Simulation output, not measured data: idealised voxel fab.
The process module presented herein is designated voxel spacer lines.
Cross-section cut: width 195 nm, square cells of 5 nm.
In this document a cross-section is written as a grid of square cells. It is given as a series of bands, listed from the top down, and a band is one or more rows of cells. This entry defines a band. It first specifies the height of the band's top and the height of its bottom in nm, and then specifies the band's materials from left to right, stating each material with its width in nm. The word "edge to edge" identifies a single material that fills the band from edge to edge, while the word "blank" identifies empty space. Basically, 0 is our baseline, since under it the wafer straight out of the box is all one material. The bottom band has no lower end and keeps on going down, so it looks like "0 down". Quick explanation for "30..40": the width changes in equal steps down the rows of cells, from the first number in the band's top row to the second number in its bottom row. Where the words "nothing was modified" appear for a step, the cross-section shows no cell changed by that step; every cell remained as before. Any empty space of 8 cells or more lacking an open way to the top shows up in "Enclosed void listing" as width x height at distance, distance from the left edge, in nm. On a step's line, text after the settings is the simulator commenting on that step. overlay nm: step with mask; distance mask lay right of planned place; negative value = left of planned place.

# Intended process steps
| 1 | RECEIVE (material Si) |
| 2 | CONFORMAL_DEP (material Al2O3; thk nm 10) |
| 3 | DIRECTIONAL_DEP (material polySi; thk nm 10) |
| 4 | DIRECTIONAL_DEP (material aC; thk nm 25) |
| 5 | PATTERN (tone cover; mask id MANDREL; material resist; width nm 15; pitch nm 50; thk nm 35; overlay nm 0) |
| 6 | DIRECTIONAL_ETCH (etch materials aC; depth nm 25) |
| 7 | STRIP (etch materials resist) |
| 8 | CONFORMAL_DEP (material SiO2; thk nm 10) |
| 9 | DIRECTIONAL_ETCH (etch materials SiO2; depth nm 10) |
| 10 | STRIP (etch materials aC) |
| 11 | DIRECTIONAL_ETCH (etch materials polySi; depth nm 10) |
| 12 | STRIP (etch materials SiO2) |

# So this is the incoming wafer in cross-section - it's already been through step 1
	0 down = Si edge to edge
	Enclosed void listing: none

# One mistake in running the module, otherwise start and plan as above: cross-section at the end
	20 to 10 = blank 40 nm / polySi 15 nm / blank 35 nm / polySi 15 nm / blank 35 nm / polySi 15 nm / blank 40 nm
	10 to 0 = Al2O3 edge to edge
	0 down = Si edge to edge
	Enclosed void listing: none
Where did the run depart from the plan? so step 5 ended up running with a different setting than we planned, it ran as PATTERN (tone open; mask id MANDREL; material resist; width nm 15; pitch nm 50; thk nm 35; overlay nm 0)
